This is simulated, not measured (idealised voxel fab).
Process module name: voxel transistor to metal
The width of the displayed cross-section, cut, is 180 nm; its cells are square, with a size of 5 nm.
A cross-section in this document is a grid of square cells, and it is written down as bands, the top band listed before the ones below it; a band is made up of one or more rows of cells. Top height, bottom height, nm. Materials left to right, width each, nm. Single material + "throughout" = fills band edge to edge. "blank" = empty. Heights are measured from 0, the level below which the as-received wafer is all one material; the lowest band has no bottom and continues downward, written as in "from 0 down". When a width is written as two numbers, as in "30 to 40", the first number is the width in the top row of cells of the band and the second is the width in its bottom row, and the width changes by the same amount from each row to the next. It should be understood that the words "nothing was modified", when stated for a given step, signify that the cross-section underwent no change in any of its cells during that step. "Enclosed cavities": sealed empty spaces, 8 cells or more, no open way to top, listed width x height at distance, with distance from the left edge and width, height and distance in nm. Note: text after step settings on the step line = simulator remark on that step. "overlay nm", when on a step's line for a step with a mask, measures how far to the right of its planned place the mask lay; a negative measure means to the left.
## Planned process steps
- 1: RECEIVE [material Si]
- 2: CONFORMAL_DEP [material SiO2] [thk nm 5]
- 3: CONFORMAL_DEP [material SiN] [thk nm 10]
- 4: MASKED_ETCH [tone cover] [mask id ACTIVE] [width nm 115] [etch materials SiN] [depth nm 10] [overlay nm 0]
- 5: MASKED_ETCH [tone cover] [mask id ACTIVE] [width nm 115] [etch materials SiO2] [depth nm 5] [overlay nm 0]
- 6: MASKED_ETCH [tone cover] [mask id ACTIVE] [width nm 115] [etch materials Si] [depth nm 30] [overlay nm 0]
- 7: OXIDIZE [depth nm 5]
- 8: FILL_DEP [material SiO2] [thk nm 10]
- 9: CMP [height nm 15]
- 10: SELECTIVE_ETCH [etch materials SiO2] [depth nm 5]
- 11: STRIP [etch materials SiN]
- 12: SELECTIVE_ETCH [etch materials SiO2] [depth nm 5]
- 13: OXIDIZE [depth nm 5]
- 14: DIRECTIONAL_DEP [material polySi] [thk nm 30]
- 15: DIRECTIONAL_DEP [material SiCN] [thk nm 15]
- 16: MASKED_ETCH [tone cover] [mask id GATE] [width nm 25] [etch materials SiCN] [depth nm 25] [overlay nm 0]
- 17: MASKED_ETCH [tone cover] [mask id GATE] [width nm 25] [etch materials polySi] [depth nm 40] [overlay nm 0]
- 18: CONFORMAL_DEP [material SiO2] [thk nm 5]
- 19: DIRECTIONAL_ETCH [etch materials SiO2] [depth nm 5]
- 20: CONFORMAL_DEP [material SiN] [thk nm 10]
- 21: DIRECTIONAL_ETCH [etch materials SiN] [depth nm 10]
- 22: DIRECTIONAL_ETCH [etch materials SiO2] [depth nm 5]
- 23: EPI [material SiGe] [thk nm 5]
- 24: FILL_DEP [material SiO2] [thk nm 5]
- 25: CMP [height nm 45]
- 26: DIRECTIONAL_DEP [material SiO2] [thk nm 10]
- 27: PATTERN [tone open] [mask id CONTACT] [material resist] [width nm 35] [pitch nm 70] [thk nm 15] [overlay nm 0]
- 28: DIRECTIONAL_ETCH [etch materials SiO2] [depth nm 55]
- 29: STRIP [etch materials resist]
- 30: CONFORMAL_DEP [material TiN] [thk nm 5]
- 31: FILL_DEP [material Ru] [thk nm 10]
- 32: CMP [height nm 55]
- 33: CONFORMAL_DEP [material SiCN] [thk nm 5]
- 34: DIRECTIONAL_DEP [material SiO2] [thk nm 25]
- 35: PATTERN [tone open] [mask id METAL_1] [material resist] [width nm 20] [pitch nm 85] [thk nm 15] [overlay nm 0]
- 36: DIRECTIONAL_ETCH [etch materials SiO2] [depth nm 25]
- 37: DIRECTIONAL_ETCH [etch materials SiCN] [depth nm 5]
- 38: STRIP [etch materials resist]
- 39: CONFORMAL_DEP [material TiN] [thk nm 5]
- 40: FILL_DEP [material Ru] [thk nm 5]
- 41: CMP [height nm 85]
- 42: CONFORMAL_DEP [material SiCN] [thk nm 5]
- 43: DIRECTIONAL_DEP [material lowk] [thk nm 30]
- 44: PATTERN [tone open] [mask id METAL_2] [material resist] [width nm 20] [pitch nm 85] [thk nm 15] [overlay nm 0]
- 45: DIRECTIONAL_ETCH [etch materials lowk] [depth nm 15]
- 46: STRIP [etch materials resist]
- 47: DIRECTIONAL_DEP [material aC] [thk nm 10]
- 48: PATTERN [tone open] [mask id METAL_2_HOLES] [material resist] [width nm 15] [pitch nm 85] [thk nm 25] [overlay nm 0]
- 49: DIRECTIONAL_ETCH [etch materials aC] [depth nm 10]
- 50: STRIP [etch materials resist]
- 51: DIRECTIONAL_ETCH [etch materials lowk] [depth nm 15]
- 52: DIRECTIONAL_ETCH [etch materials SiCN] [depth nm 5]
- 53: STRIP [etch materials aC]
- 54: CONFORMAL_DEP [material TiN] [thk nm 5]
- 55: FILL_DEP [material Ru] [thk nm 5]
- 56: CMP [height nm 120]
- 57: CONFORMAL_DEP [material SiCN] [thk nm 5]
## So this is the incoming wafer in cross-section - it's already been through step 1
	from 0 down: Si throughout
	Enclosed cavities: none
## End-of-module XS, first of two wafers, run as planned
	from 125 to 120: SiCN throughout
	from 120 to 110: 35 nm lowk / 5 nm TiN / 10 nm Ru / 5 nm TiN / 65 nm lowk / 5 nm TiN / 10 nm Ru / 5 nm TiN / 40 nm lowk
	from 110 to 105: 35 nm lowk / 5 nm TiN / 5 nm Ru / 10 nm TiN / 65 nm lowk / 5 nm TiN / 5 nm Ru / 10 nm TiN / 40 nm lowk
	from 105 to 90: 35 nm lowk / 5 nm TiN / 5 nm Ru / 5 nm TiN / 70 nm lowk / 5 nm TiN / 5 nm Ru / 5 nm TiN / 45 nm lowk
	from 90 to 85: 35 nm SiCN / 15 nm TiN / 70 nm SiCN / 15 nm TiN / 45 nm SiCN
	from 85 to 60: 35 nm SiO2 / 5 nm TiN / 10 nm Ru / 5 nm TiN / 65 nm SiO2 / 5 nm TiN / 10 nm Ru / 5 nm TiN / 40 nm SiO2
	from 60 to 55: 35 nm SiCN / 20 nm TiN / 65 nm SiCN / 20 nm TiN / 40 nm SiCN
	from 55 to 45: 35 nm SiO2 / 5 nm TiN / 25 to 15 nm Ru / 5 to 15 nm TiN / 35 nm SiO2 / 5 to 15 nm TiN / 25 to 15 nm Ru / 5 nm TiN / 40 nm SiO2
	from 45 to 30: 35 nm SiO2 / 5 nm TiN / 15 nm Ru / 5 nm TiN / 10 nm SiN / 5 nm SiO2 / 25 nm SiCN / 5 nm SiO2 / 10 nm SiN / 5 nm TiN / 15 nm Ru / 5 nm TiN / 40 nm SiO2
	from 30 to 10: 35 nm SiO2 / 5 nm TiN / 15 nm Ru / 5 nm TiN / 10 nm SiN / 5 nm SiO2 / 25 nm polySi / 5 nm SiO2 / 10 nm SiN / 5 nm TiN / 15 nm Ru / 5 nm TiN / 40 nm SiO2
	from 10 to 5: 35 nm SiO2 / 10 nm TiN / 10 nm Ru / 5 nm TiN / 10 nm SiN / 5 nm SiO2 / 25 nm polySi / 5 nm SiO2 / 10 nm SiN / 5 nm TiN / 10 nm Ru / 10 nm TiN / 40 nm SiO2
	from 5 to 0: 30 nm SiO2 / 10 nm SiN / 20 nm TiN / 10 nm SiN / 5 nm SiO2 / 25 nm polySi / 5 nm SiO2 / 10 nm SiN / 20 nm TiN / 10 nm SiN / 35 nm SiO2
	from 0 to -5: 40 nm SiO2 / 20 nm SiGe / 55 nm SiO2 / 20 nm SiGe / 45 nm SiO2
	from -5 to -35: 35 nm SiO2 / 105 nm Si / 40 nm SiO2
	from -35 down: Si throughout
	Enclosed cavities: none
## Cross-sectional image of the second wafer of the two following completion of the module. Starting state and process plan were the same as for the first wafer; one execution error occurred
	from 125 to 120: SiCN throughout
	from 120 to 110: 35 nm lowk / 5 nm TiN / 10 nm Ru / 5 nm TiN / 65 nm lowk / 5 nm TiN / 10 nm Ru / 5 nm TiN / 40 nm lowk
	from 110 to 105: 35 nm lowk / 5 nm TiN / 5 nm Ru / 10 nm TiN / 65 nm lowk / 5 nm TiN / 5 nm Ru / 10 nm TiN / 40 nm lowk
	from 105 to 90: 35 nm lowk / 5 nm TiN / 5 nm Ru / 5 nm TiN / 70 nm lowk / 5 nm TiN / 5 nm Ru / 5 nm TiN / 45 nm lowk
	from 90 to 85: 35 nm SiCN / 15 nm TiN / 70 nm SiCN / 15 nm TiN / 45 nm SiCN
	from 85 to 60: 35 nm SiO2 / 5 nm TiN / 10 nm Ru / 5 nm TiN / 65 nm SiO2 / 5 nm TiN / 10 nm Ru / 5 nm TiN / 40 nm SiO2
	from 60 to 55: 35 nm SiCN / 20 nm TiN / 65 nm SiCN / 20 nm TiN / 40 nm SiCN
	from 55 to 50: 30 nm Ru / 5 nm TiN / 35 nm SiO2 / 5 nm TiN / 25 nm Ru / 5 nm TiN / 35 nm SiO2 / 5 nm TiN / 35 nm Ru
	from 50 to 45: 30 nm Ru / 5 nm TiN / 35 nm SiO2 / 35 nm TiN / 35 nm SiO2 / 5 nm TiN / 35 nm Ru
	from 45 to 30: 30 nm Ru / 5 nm TiN / 25 nm SiO2 / 10 nm SiN / 5 nm TiN / 25 nm SiCN / 5 nm TiN / 10 nm SiN / 25 nm SiO2 / 5 nm TiN / 35 nm Ru
	from 30 to 10: 30 nm Ru / 5 nm TiN / 25 nm SiO2 / 10 nm SiN / 5 nm TiN / 25 nm polySi / 5 nm TiN / 10 nm SiN / 25 nm SiO2 / 5 nm TiN / 35 nm Ru
	from 10 to 5: 25 nm Ru / 10 nm TiN / 25 nm SiO2 / 10 nm SiN / 5 nm TiN / 25 nm polySi / 5 nm TiN / 10 nm SiN / 25 nm SiO2 / 10 nm TiN / 30 nm Ru
	from 5 to 0: 30 nm TiN / 10 nm SiN / 20 nm SiO2 / 10 nm SiN / 5 nm TiN / 25 nm polySi / 5 nm TiN / 10 nm SiN / 20 nm SiO2 / 10 nm SiN / 35 nm TiN
	from 0 to -5: 40 nm SiO2 / 20 nm SiGe / 55 nm SiO2 / 20 nm SiGe / 45 nm SiO2
	from -5 to -35: 35 nm SiO2 / 105 nm Si / 40 nm SiO2
	from -35 down: Si throughout
	Enclosed cavities: none
Which mistake was made when the wafer was run? step 27 ran as: PATTERN [tone cover] [mask id CONTACT] [material resist] [width nm 35] [pitch nm 70] [thk nm 15] [overlay nm 0]
Final tally in cells, some materials are higher or lower on the second wafer than on the first: Ru: 71 more | SiO2: 79 fewer | TiN: 8 more
